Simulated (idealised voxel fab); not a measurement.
Proc. module: voxel transistor to metal
We display cut, a cross-section 210 nm in width whose square cells are each 5 nm.
In this document a cross-section is written as a grid of square cells. It is given as a series of bands, listed from the top down, and a band is one or more rows of cells.
Look at the band entry: it leads with the top's height and the bottom's height in nm. Then it lists the materials left to right, with a width in nm for each. The word "full width" on a single material says that material fills the band edge to edge. The word "empty" is empty space.
Basically, 0 is our baseline, since under it the wafer straight out of the box is all one material. The bottom band has no lower end and keeps on going down, so it looks like "top 0, no bottom".
So if you see something like "30->40" for the width, read it as the top row of the band sitting at the first number and the bottom row at the second, with every row in between moving by the same amount as the last.
What does "remains unaltered" mean for a step? It means no cell of the cross-section changed in that step.
Closed-off voids of 8+ cells (no open route to the top) go in "Closed internal voids", written width x height at distance from the left edge, in nm.
On each step's line, the part that comes after the settings is the simulator's own comment on the step.
The "overlay nm" setting may appear on a step's line; for a step that uses a mask, it gives how far to the right of its planned position the mask lay, and a negative value indicates the left.
Every pair from here on: before one process step, after it. The after cross-section reaches only to the lowest band that changed. Below the pair: the step in between and its settings. Pairs can belong to different runs of this module on the same starting wafer; a pair carries on from the pair above only if the entry headed "Pre-process state" says so.
**Pre-process state**
* top 75, bottom 50: lowk 75  empty 15  lowk 45  empty 15  lowk 60
* top 50, bottom 45: SiN 75  empty 15  SiN 45  empty 15  SiN 60
* top 45, bottom 35: SiO2 65  TiN 5  W 15  TiN 5  SiO2 25  TiN 5  W 15  TiN 5  SiO2 70
* top 35, bottom 30: SiO2 65  TiN 5  W 10  TiN 10  SiO2 25  TiN 10  W 10  TiN 5  SiO2 70
* top 30, bottom 20: SiO2 65  TiN 5  W 10  TiN 5  SiN 5  SiO2 5  SiCN 15  SiO2 5  SiN 5  TiN 5  W 10  TiN 5  SiO2 70
* top 20, bottom 0: SiO2 65  TiN 5  W 10  TiN 5  SiN 5  SiO2 5  polySi 15  SiO2 5  SiN 5  TiN 5  W 10  TiN 5  SiO2 70
* top 0, bottom -5: SiO2 60  SiN 5  TiN 20  SiN 5  SiO2 5  polySi 15  SiO2 5  SiN 5  TiN 20  SiN 5  SiO2 65
* top -5, bottom -10: SiO2 65  pSi 20  SiO2 35  pSi 20  SiO2 70
* top -10, bottom -35: SiO2 65  Si 75  SiO2 70
* top -35, no bottom: Si full width
* Closed internal voids: none
**State After Step**
* top 80, bottom 75: TiN 80  empty 5  TiN 55  empty 5  TiN 65
* top 75, bottom 50: lowk 75  TiN 5  empty 5  TiN 5  lowk 45  TiN 5  empty 5  TiN 5  lowk 60
* top 50, bottom 45: SiN 75  TiN 15  SiN 45  TiN 15  SiN 60
* Lower than 45, everything is as it was.
* Closed internal voids: none
What is the step between the two cross-sections above? CONFORMAL_DEP: material TiN, thk nm 5
Pre-process state: the after view from the pair directly above serves as the before view here.
**State After Step**
* top 90, bottom 80: W full width
* top 80, bottom 75: TiN 80  W 5  TiN 55  W 5  TiN 65
* top 75, bottom 50: lowk 75  TiN 5  W 5  TiN 5  lowk 45  TiN 5  W 5  TiN 5  lowk 60
* Lower than 50, everything is as it was.
* Closed internal voids: none
What is the step between the two cross-sections above? FILL_DEP: material W, thk nm 10
Pre-process state: the after view from the pair directly above serves as the before view here.
**State After Step**
* top 75, bottom 50: lowk 75  TiN 5  W 5  TiN 5  lowk 45  TiN 5  W 5  TiN 5  lowk 60
* Lower than 50, everything is as it was.
* Closed internal voids: none
What is the step between the two cross-sections above? CMP: height nm 75
Pre-process state: the after view from the pair directly above serves as the before view here.
**State After Step**
* top 80, bottom 75: SiCN full width
* Lower than 75, everything is as it was.
* Closed internal voids: none
What is the step between the two cross-sections above? CONFORMAL_DEP: material SiCN, thk nm 5
Pre-process state: the after view from the pair directly above serves as the before view here.
**State After Step**
* top 115, bottom 80: lowk full width
* Lower than 80, everything is as it was.
* Closed internal voids: none
What is the step between the two cross-sections above? DIRECTIONAL_DEP: material lowk, thk nm 35
Pre-process state: the after view from the pair directly above serves as the before view here.
**State After Step**
* top 135, bottom 115: resist 65  empty 15  resist 45  empty 15  resist 70
* Lower than 115, everything is as it was.
* Closed internal voids: none
What is the step between the two cross-sections above? PATTERN: tone open, mask id METAL_2, material resist, width nm 15, pitch nm 60, thk nm 20, overlay nm 0
Pre-process state: the after view from the pair directly above serves as the before view here.
**State After Step**
* top 135, bottom 115: resist 65  empty 15  resist 45  empty 15  resist 70
* top 115, bottom 95: lowk 65  empty 15  lowk 45  empty 15  lowk 70
* Lower than 95, everything is as it was.
* Closed internal voids: none
What is the step between the two cross-sections above? DIRECTIONAL_ETCH: etch materials lowk, depth nm 20
Pre-process state: the after view from the pair directly above serves as the before view here.
**State After Step**
* top 115, bottom 95: lowk 65  empty 15  lowk 45  empty 15  lowk 70
* Lower than 95, everything is as it was.
* Closed internal voids: none
What is the step between the two cross-sections above? STRIP: etch materials resist
Pre-process state: the after view from the pair directly above serves as the before view here.
**State After Step**
* top 130, bottom 115: resist 65  empty 15  resist 45  empty 15  resist 70
* Lower than 115, everything is as it was.
* Closed internal voids: none
What is the step between the two cross-sections above? PATTERN: tone open, mask id METAL_2_HOLES, material resist, width nm 15, pitch nm 60, thk nm 15, overlay nm 0
Pre-process state: the after view from the pair directly above serves as the before view here.
**State After Step**
* top 130, bottom 115: resist 65  empty 15  resist 45  empty 15  resist 70
* top 115, bottom 80: lowk 65  empty 15  lowk 45  empty 15  lowk 70
* Lower than 80, everything is as it was.
* Closed internal voids: none
What is the step between the two cross-sections above? DIRECTIONAL_ETCH: etch materials lowk, depth nm 15
Pre-process state: the after view from the pair directly above serves as the before view here.
**State After Step**
* top 130, bottom 115: resist 65  empty 15  resist 45  empty 15  resist 70
* top 115, bottom 80: lowk 65  empty 15  lowk 45  empty 15  lowk 70
* top 80, bottom 75: SiCN 65  empty 15  SiCN 45  empty 15  SiCN 70
* Lower than 75, everything is as it was.
* Closed internal voids: none
What is the step between the two cross-sections above? DIRECTIONAL_ETCH: etch materials SiCN, depth nm 5
Pre-process state: the after view from the pair directly above serves as the before view here.
**State After Step**
* top 115, bottom 80: lowk 65  empty 15  lowk 45  empty 15  lowk 70
* Lower than 80, everything is as it was.
* Closed internal voids: none
What is the step between the two cross-sections above? STRIP: etch materials resist
Pre-process state: the after view from the pair directly above serves as the before view here.
**State After Step**
* top 120, bottom 115: TiN 70  empty 5  TiN 55  empty 5  TiN 75
* top 115, bottom 80: lowk 65  TiN 5  empty 5  TiN 5  lowk 45  TiN 5  empty 5  TiN 5  lowk 70
* top 80, bottom 75: SiCN 65  TiN 15  SiCN 45  TiN 15  SiCN 70
* Lower than 75, everything is as it was.
* Closed internal voids: none
What is the step between the two cross-sections above? CONFORMAL_DEP: material TiN, thk nm 5
Pre-process state: the after view from the pair directly above serves as the before view here.
**State After Step**
* top 125, bottom 120: Cu full width
* top 120, bottom 115: TiN 70  Cu 5  TiN 55  Cu 5  TiN 75
* top 115, bottom 80: lowk 65  TiN 5  Cu 5  TiN 5  lowk 45  TiN 5  Cu 5  TiN 5  lowk 70
* Lower than 80, everything is as it was.
* Closed internal voids: none
What is the step between the two cross-sections above? FILL_DEP: material Cu, thk nm 5
Pre-process state: the after view from the pair directly above serves as the before view here.
**State After Step**
* top 115, bottom 80: lowk 65  TiN 5  Cu 5  TiN 5  lowk 45  TiN 5  Cu 5  TiN 5  lowk 70
* Lower than 80, everything is as it was.
* Closed internal voids: none
What is the step between the two cross-sections above? CMP: height nm 115
Pre-process state: the after view from the pair directly above serves as the before view here.
**State After Step**
* top 120, bottom 115: SiN full width
* Lower than 115, everything is as it was.
* Closed internal voids: none
What is the step between the two cross-sections above? CONFORMAL_DEP: material SiN, thk nm 5
**Pre-process state**
* top 75, bottom 50: lowk 65  TiN 5  W 5  TiN 5  lowk 45  TiN 5  W 5  TiN 5  lowk 70
* top 50, bottom 45: SiN 65  TiN 15  SiN 45  TiN 15  SiN 70
* top 45, bottom 35: SiO2 65  TiN 5  W 15  TiN 5  SiO2 25  TiN 5  W 15  TiN 5  SiO2 70
* top 35, bottom 30: SiO2 65  TiN 5  W 10  TiN 10  SiO2 25  TiN 10  W 10  TiN 5  SiO2 70
* top 30, bottom 20: SiO2 65  TiN 5  W 10  TiN 5  SiN 5  SiO2 5  SiCN 15  SiO2 5  SiN 5  TiN 5  W 10  TiN 5  SiO2 70
* top 20, bottom 0: SiO2 65  TiN 5  W 10  TiN 5  SiN 5  SiO2 5  polySi 15  SiO2 5  SiN 5  TiN 5  W 10  TiN 5  SiO2 70
* top 0, bottom -5: SiO2 60  SiN 5  TiN 20  SiN 5  SiO2 5  polySi 15  SiO2 5  SiN 5  TiN 20  SiN 5  SiO2 65
* top -5, bottom -10: SiO2 65  pSi 20  SiO2 35  pSi 20  SiO2 70
* top -10, bottom -35: SiO2 65  Si 75  SiO2 70
* top -35, no bottom: Si full width
* Closed internal voids: none
**State After Step**
* top 80, bottom 75: Cu full width
* Lower than 75, everything is as it was.
* Closed internal voids: none
What is the step between the two cross-sections above? CONFORMAL_DEP: material Cu, thk nm 5
Pre-process state: the after view from the pair directly above serves as the before view here.
**State After Step**
* top 115, bottom 80: lowk full width
* Lower than 80, everything is as it was.
* Closed internal voids: none
What is the step between the two cross-sections above? DIRECTIONAL_DEP: material lowk, thk nm 35
Pre-process state: the after view from the pair directly above serves as the before view here.
**State After Step**
* top 135, bottom 115: resist 65  empty 15  resist 45  empty 15  resist 70
* Lower than 115, everything is as it was.
* Closed internal voids: none
What is the step between the two cross-sections above? PATTERN: tone open, mask id METAL_2, material resist, width nm 15, pitch nm 60, thk nm 20, overlay nm 0
Pre-process state: the after view from the pair directly above serves as the before view here.
**State After Step**
* top 135, bottom 115: resist 65  empty 15  resist 45  empty 15  resist 70
* top 115, bottom 95: lowk 65  empty 15  lowk 45  empty 15  lowk 70
* Lower than 95, everything is as it was.
* Closed internal voids: none
What is the step between the two cross-sections above? DIRECTIONAL_ETCH: etch materials lowk, depth nm 20
Pre-process state: the after view from the pair directly above serves as the before view here.
**State After Step**
* top 115, bottom 95: lowk 65  empty 15  lowk 45  empty 15  lowk 70
* Lower than 95, everything is as it was.
* Closed internal voids: none
What is the step between the two cross-sections above? STRIP: etch materials resist
Pre-process state: the after view from the pair directly above serves as the before view here.
**State After Step**
* top 130, bottom 115: resist 65  empty 15  resist 45  empty 15  resist 70
* Lower than 115, everything is as it was.
* Closed internal voids: none
What is the step between the two cross-sections above? PATTERN: tone open, mask id METAL_2_HOLES, material resist, width nm 15, pitch nm 60, thk nm 15, overlay nm 0
Pre-process state: the after view from the pair directly above serves as the before view here.
**State After Step**
* top 130, bottom 115: resist 65  empty 15  resist 45  empty 15  resist 70
* top 115, bottom 80: lowk 65  empty 15  lowk 45  empty 15  lowk 70
* Lower than 80, everything is as it was.
* Closed internal voids: none
What is the step between the two cross-sections above? DIRECTIONAL_ETCH: etch materials lowk, depth nm 15
Pre-process state: the after view from the pair directly above serves as the before view here.
**State After Step**
* top 115, bottom 80: lowk 65  empty 15  lowk 45  empty 15  lowk 70
* Lower than 80, everything is as it was.
* Closed internal voids: none
What is the step between the two cross-sections above? STRIP: etch materials resist
Pre-process state: the after view from the pair directly above serves as the before view here.
**State After Step**
* top 120, bottom 115: TiN 70  empty 5  TiN 55  empty 5  TiN 75
* top 115, bottom 85: lowk 65  TiN 5  empty 5  TiN 5  lowk 45  TiN 5  empty 5  TiN 5  lowk 70
* top 85, bottom 80: lowk 65  TiN 15  lowk 45  TiN 15  lowk 70
* Lower than 80, everything is as it was.
* Closed internal voids: none
What is the step between the two cross-sections above? CONFORMAL_DEP: material TiN, thk nm 5
Pre-process state: the after view from the pair directly above serves as the before view here.
**State After Step**
* top 125, bottom 120: Cu full width
* top 120, bottom 115: TiN 70  Cu 5  TiN 55  Cu 5  TiN 75
* top 115, bottom 85: lowk 65  TiN 5  Cu 5  TiN 5  lowk 45  TiN 5  Cu 5  TiN 5  lowk 70
* Lower than 85, everything is as it was.
* Closed internal voids: none
What is the step between the two cross-sections above? FILL_DEP: material Cu, thk nm 5
Pre-process state: the after view from the pair directly above serves as the before view here.
**State After Step**
* top 115, bottom 85: lowk 65  TiN 5  Cu 5  TiN 5  lowk 45  TiN 5  Cu 5  TiN 5  lowk 70
* Lower than 85, everything is as it was.
* Closed internal voids: none
What is the step between the two cross-sections above? CMP: height nm 115
Pre-process state: the after view from the pair directly above serves as the before view here.
**State After Step**
* top 120, bottom 115: SiN full width
* Lower than 115, everything is as it was.
* Closed internal voids: none
What is the step between the two cross-sections above? CONFORMAL_DEP: material SiN, thk nm 5
**Pre-process state**
* top 85, bottom 75: aC full width
* top 75, bottom 50: lowk full width
* top 50, bottom 45: SiN full width
* top 45, bottom 35: SiO2 65  TiN 5  W 15  TiN 5  SiO2 25  TiN 5  W 15  TiN 5  SiO2 70
* top 35, bottom 30: SiO2 65  TiN 5  W 10  TiN 10  SiO2 25  TiN 10  W 10  TiN 5  SiO2 70
* top 30, bottom 20: SiO2 65  TiN 5  W 10  TiN 5  SiN 5  SiO2 5  SiCN 15  SiO2 5  SiN 5  TiN 5  W 10  TiN 5  SiO2 70
* top 20, bottom 0: SiO2 65  TiN 5  W 10  TiN 5  SiN 5  SiO2 5  polySi 15  SiO2 5  SiN 5  TiN 5  W 10  TiN 5  SiO2 70
* top 0, bottom -5: SiO2 60  SiN 5  TiN 20  SiN 5  SiO2 5  polySi 15  SiO2 5  SiN 5  TiN 20  SiN 5  SiO2 65
* top -5, bottom -10: SiO2 65  pSi 20  SiO2 35  pSi 20  SiO2 70
* top -10, bottom -35: SiO2 65  Si 75  SiO2 70
* top -35, no bottom: Si full width
* Closed internal voids: none
**State After Step**
* top 110, bottom 85: empty 65  resist 15  empty 45  resist 15  empty 70
* Lower than 85, everything is as it was.
* Closed internal voids: none
What is the step between the two cross-sections above? PATTERN: tone cover, mask id METAL_1, material resist, width nm 15, pitch nm 60, thk nm 25, overlay nm 0
Pre-process state: the after view from the pair directly above serves as the before view here.
**State After Step**
* top 100, bottom 85: empty 65  resist 15  empty 45  resist 15  empty 70
* top 85, bottom 75: empty 65  aC 15  empty 45  aC 15  empty 70
* Lower than 75, everything is as it was.
* Closed internal voids: none
What is the step between the two cross-sections above? DIRECTIONAL_ETCH: etch materials aC, depth nm 10
Pre-process state: the after view from the pair directly above serves as the before view here.
**State After Step**
* top 85, bottom 75: empty 65  aC 15  empty 45  aC 15  empty 70
* Lower than 75, everything is as it was.
* Closed internal voids: none
What is the step between the two cross-sections above? STRIP: etch materials resist
Pre-process state: the after view from the pair directly above serves as the before view here.
**State After Step**
* top 85, bottom 75: empty 65  aC 15  empty 45  aC 15  empty 70
* top 75, bottom 50: empty 65  lowk 15  empty 45  lowk 15  empty 70
* Lower than 50, everything is as it was.
* Closed internal voids: none
What is the step between the two cross-sections above? DIRECTIONAL_ETCH: etch materials lowk, depth nm 25
Pre-process state: the after view from the pair directly above serves as the before view here.
**State After Step**
* top 85, bottom 75: empty 65  aC 15  empty 45  aC 15  empty 70
* top 75, bottom 50: empty 65  lowk 15  empty 45  lowk 15  empty 70
* top 50, bottom 45: empty 65  SiN 15  empty 45  SiN 15  empty 70
* Lower than 45, everything is as it was.
* Closed internal voids: none
What is the step between the two cross-sections above? DIRECTIONAL_ETCH: etch materials SiN, depth nm 5
Pre-process state: the after view from the pair directly above serves as the before view here.
**State After Step**
* top 75, bottom 50: empty 65  lowk 15  empty 45  lowk 15  empty 70
* Lower than 50, everything is as it was.
* Closed internal voids: none
What is the step between the two cross-sections above? STRIP: etch materials aC
Pre-process state: the after view from the pair directly above serves as the before view here.
**State After Step**
* top 80, bottom 75: empty 60  TiN 25  empty 35  TiN 25  empty 65
* top 75, bottom 50: empty 60  TiN 5  lowk 15  TiN 5  empty 35  TiN 5  lowk 15  TiN 5  empty 65
* top 50, bottom 45: TiN 65  SiN 15  TiN 45  SiN 15  TiN 70
* Lower than 45, everything is as it was.
* Closed internal voids: none
What is the step between the two cross-sections above? CONFORMAL_DEP: material TiN, thk nm 5
Pre-process state: the after view from the pair directly above serves as the before view here.
**State After Step**
* top 90, bottom 80: W full width
* top 80, bottom 75: W 60  TiN 25  W 35  TiN 25  W 65
* top 75, bottom 50: W 60  TiN 5  lowk 15  TiN 5  W 35  TiN 5  lowk 15  TiN 5  W 65
* Lower than 50, everything is as it was.
* Closed internal voids: none
What is the step between the two cross-sections above? FILL_DEP: material W, thk nm 10
Pre-process state: the after view from the pair directly above serves as the before view here.
**State After Step**
* top 75, bottom 50: W 60  TiN 5  lowk 15  TiN 5  W 35  TiN 5  lowk 15  TiN 5  W 65
* Lower than 50, everything is as it was.
* Closed internal voids: none
What is the step between the two cross-sections above? CMP: height nm 75
Pre-process state: the after view from the pair directly above serves as the before view here.
**State After Step**
* top 80, bottom 75: SiCN full width
* Lower than 75, everything is as it was.
* Closed internal voids: none
What is the step between the two cross-sections above? CONFORMAL_DEP: material SiCN, thk nm 5
Pre-process state: the after view from the pair directly above serves as the before view here.
**State After Step**
* top 115, bottom 80: lowk full width
* Lower than 80, everything is as it was.
* Closed internal voids: none
What is the step between the two cross-sections above? DIRECTIONAL_DEP: material lowk, thk nm 35
Pre-process state: the after view from the pair directly above serves as the before view here.
**State After Step**
* top 135, bottom 115: resist 65  empty 15  resist 45  empty 15  resist 70
* Lower than 115, everything is as it was.
* Closed internal voids: none
What is the step between the two cross-sections above? PATTERN: tone open, mask id METAL_2, material resist, width nm 15, pitch nm 60, thk nm 20, overlay nm 0
Pre-process state: the after view from the pair directly above serves as the before view here.
**State After Step**
* top 135, bottom 115: resist 65  empty 15  resist 45  empty 15  resist 70
* top 115, bottom 95: lowk 65  empty 15  lowk 45  empty 15  lowk 70
* Lower than 95, everything is as it was.
* Closed internal voids: none
What is the step between the two cross-sections above? DIRECTIONAL_ETCH: etch materials lowk, depth nm 20
Pre-process state: the after view from the pair directly above serves as the before view here.
**State After Step**
* top 115, bottom 95: lowk 65  empty 15  lowk 45  empty 15  lowk 70
* Lower than 95, everything is as it was.
* Closed internal voids: none
What is the step between the two cross-sections above? STRIP: etch materials resist
Pre-process state: the after view from the pair directly above serves as the before view here.
**State After Step**
* top 130, bottom 115: resist 65  empty 15  resist 45  empty 15  resist 70
* Lower than 115, everything is as it was.
* Closed internal voids: none
What is the step between the two cross-sections above? PATTERN: tone open, mask id METAL_2_HOLES, material resist, width nm 15, pitch nm 60, thk nm 15, overlay nm 0
Pre-process state: the after view from the pair directly above serves as the before view here.
**State After Step**
* top 130, bottom 115: resist 65  empty 15  resist 45  empty 15  resist 70
* top 115, bottom 80: lowk 65  empty 15  lowk 45  empty 15  lowk 70
* Lower than 80, everything is as it was.
* Closed internal voids: none
What is the step between the two cross-sections above? DIRECTIONAL_ETCH: etch materials lowk, depth nm 15
Pre-process state: the after view from the pair directly above serves as the before view here.
**State After Step**
* top 130, bottom 115: resist 65  empty 15  resist 45  empty 15  resist 70
* top 115, bottom 80: lowk 65  empty 15  lowk 45  empty 15  lowk 70
* top 80, bottom 75: SiCN 65  empty 15  SiCN 45  empty 15  SiCN 70
* Lower than 75, everything is as it was.
* Closed internal voids: none
What is the step between the two cross-sections above? DIRECTIONAL_ETCH: etch materials SiCN, depth nm 5
Pre-process state: the after view from the pair directly above serves as the before view here.
**State After Step**
* top 115, bottom 80: lowk 65  empty 15  lowk 45  empty 15  lowk 70
* Lower than 80, everything is as it was.
* Closed internal voids: none
What is the step between the two cross-sections above? STRIP: etch materials resist
Pre-process state: the after view from the pair directly above serves as the before view here.
**State After Step**
* top 120, bottom 115: TiN 70  empty 5  TiN 55  empty 5  TiN 75
* top 115, bottom 80: lowk 65  TiN 5  empty 5  TiN 5  lowk 45  TiN 5  empty 5  TiN 5  lowk 70
* top 80, bottom 75: SiCN 65  TiN 15  SiCN 45  TiN 15  SiCN 70
* Lower than 75, everything is as it was.
* Closed internal voids: none
What is the step between the two cross-sections above? CONFORMAL_DEP: material TiN, thk nm 5
Pre-process state: the after view from the pair directly above serves as the before view here.
**State After Step**
* top 125, bottom 120: Cu full width
* top 120, bottom 115: TiN 70  Cu 5  TiN 55  Cu 5  TiN 75
* top 115, bottom 80: lowk 65  TiN 5  Cu 5  TiN 5  lowk 45  TiN 5  Cu 5  TiN 5  lowk 70
* Lower than 80, everything is as it was.
* Closed internal voids: none
What is the step between the two cross-sections above? FILL_DEP: material Cu, thk nm 5
Pre-process state: the after view from the pair directly above serves as the before view here.
**State After Step**
* top 115, bottom 80: lowk 65  TiN 5  Cu 5  TiN 5  lowk 45  TiN 5  Cu 5  TiN 5  lowk 70
* Lower than 80, everything is as it was.
* Closed internal voids: none
What is the step between the two cross-sections above? CMP: height nm 115
Pre-process state: the after view from the pair directly above serves as the before view here.
**State After Step**
* top 120, bottom 115: SiN full width
* Lower than 115, everything is as it was.
* Closed internal voids: none
What is the step between the two cross-sections above? CONFORMAL_DEP: material SiN, thk nm 5
